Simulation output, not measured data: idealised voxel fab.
process module | voxel air gaps
cross-section cut | 295 nm wide | cells 5 nm
A cross-section is a grid of square cells, given in bands from the top down. A band is one or more rows of cells.
Each band's line starts with the height of the band's top and of its bottom, in nm. Then come its materials from left to right, each with its width in nm. One material with "throughout" fills the band from edge to edge. "air" is empty space.
Height 0 is the level under which the wafer as received is all one material. The lowest band goes on downwards, as in "0 down".
A width such as "30 to 40" changes by the same amount from each row of cells to the next, from the band's top row to its bottom row.
"no change" after a step means that no cell of the cross-section changed.
closed voids: empty space of 8 cells or more with no open way to the top, each as width x height at its distance from the left edge, in nm
after a step's settings: what the simulator itself notes on the step
overlay nm, on a step with a mask: how far to the right of its planned place the mask lay; to the left if negative
plan
1 op RECEIVE | material Si
2 op CONFORMAL_DEP | material SiO2 | thk nm 10
3 op CONFORMAL_DEP | material SiCN | thk nm 5
4 op DIRECTIONAL_DEP | material SiO2 | thk nm 40
5 op DIRECTIONAL_DEP | material aC | thk nm 15
6 op PATTERN | tone open | mask id LINES | material resist | width nm 25 | pitch nm 50 | thk nm 30 | overlay nm 0
7 op DIRECTIONAL_ETCH | etch materials aC | depth nm 15
8 op STRIP | etch materials resist
9 op DIRECTIONAL_ETCH | etch materials SiO2 | depth nm 40
10 op STRIP | etch materials aC
11 op CONFORMAL_DEP | material TiN | thk nm 5
12 op FILL_DEP | material Cu | thk nm 10
13 op CMP | height nm 45
14 op EPI | material Ru | thk nm 10
15 op SELECTIVE_ETCH | etch materials SiO2 | depth nm 50
16 op CONFORMAL_DEP | material SiCN | thk nm 5
varied across the wafers: height nm of step 13. The plan shows the first wafer's value. All wafers start alike
first wafer as received, after step 1
  0 down: Si throughout
  closed voids: none
first wafer at the end, after step 16
  60 to 55: air 45 | SiCN 205 | air 45
  55 to 45: air 45 | SiCN 5 | Ru 45 | SiCN 5 | Ru 45 | SiCN 5 | Ru 45 | SiCN 5 | Ru 45 | SiCN 5 | air 45
  45 to 40: air 45 | SiCN 15 | TiN 5 | Cu 15 | TiN 5 | SiCN 25 | TiN 5 | Cu 15 | TiN 5 | SiCN 25 | TiN 5 | Cu 15 | TiN 5 | SiCN 25 | TiN 5 | Cu 15 | TiN 5 | SiCN 15 | air 45
  40 to 20: air 55 | SiCN 5 | TiN 5 | Cu 15 | TiN 5 | SiCN 5 | air 15 | SiCN 5 | TiN 5 | Cu 15 | TiN 5 | SiCN 5 | air 15 | SiCN 5 | TiN 5 | Cu 15 | TiN 5 | SiCN 5 | air 15 | SiCN 5 | TiN 5 | Cu 15 | TiN 5 | SiCN 5 | air 55
  20 to 15: SiCN 60 | TiN 25 | SiCN 25 | TiN 25 | SiCN 25 | TiN 25 | SiCN 25 | TiN 25 | SiCN 60
  15 to 10: SiCN throughout
  10 to 0: SiO2 throughout
  0 down: Si throughout
  closed voids: 15 x 20 at 90; 15 x 20 at 140; 15 x 20 at 190
last wafer at the end
  85 to 80: SiCN throughout
  80 to 70: Ru throughout
  70 to 60: Cu throughout
  60 to 55: TiN 65 | Cu 15 | TiN 35 | Cu 15 | TiN 35 | Cu 15 | TiN 35 | Cu 15 | TiN 65
  55 to 20: SiO2 60 | TiN 5 | Cu 15 | TiN 5 | SiO2 25 | TiN 5 | Cu 15 | TiN 5 | SiO2 25 | TiN 5 | Cu 15 | TiN 5 | SiO2 25 | TiN 5 | Cu 15 | TiN 5 | SiO2 60
  20 to 15: SiO2 60 | TiN 25 | SiO2 25 | TiN 25 | SiO2 25 | TiN 25 | SiO2 25 | TiN 25 | SiO2 60
  15 to 10: SiCN throughout
  10 to 0: SiO2 throughout
  0 down: Si throughout
  closed voids: none
each wafer at the end: cells of each material gained (+) or lost (-) since it was received, then its closed voids
height nm 45 | +60 Cu | +72 Ru | +202 SiCN | +118 SiO2 | +60 TiN | closed voids: 15 x 20 at 90; 15 x 20 at 140; 15 x 20 at 190
height nm 50 | +72 Cu | +72 Ru | +210 SiCN | +118 SiO2 | +68 TiN | closed voids: 15 x 25 at 90; 15 x 25 at 140; 15 x 25 at 190
height nm 55 | +84 Cu | +72 Ru | +218 SiCN | +118 SiO2 | +76 TiN | closed voids: 15 x 30 at 90; 15 x 30 at 140; 15 x 30 at 190
height nm 60 | +96 Cu | +118 Ru | +118 SiCN | +430 SiO2 | +123 TiN | closed voids: none
height nm 65 | +155 Cu | +118 Ru | +118 SiCN | +430 SiO2 | +123 TiN | closed voids: none
height nm 70 | +214 Cu | +118 Ru | +118 SiCN | +430 SiO2 | +123 TiN | closed voids: none
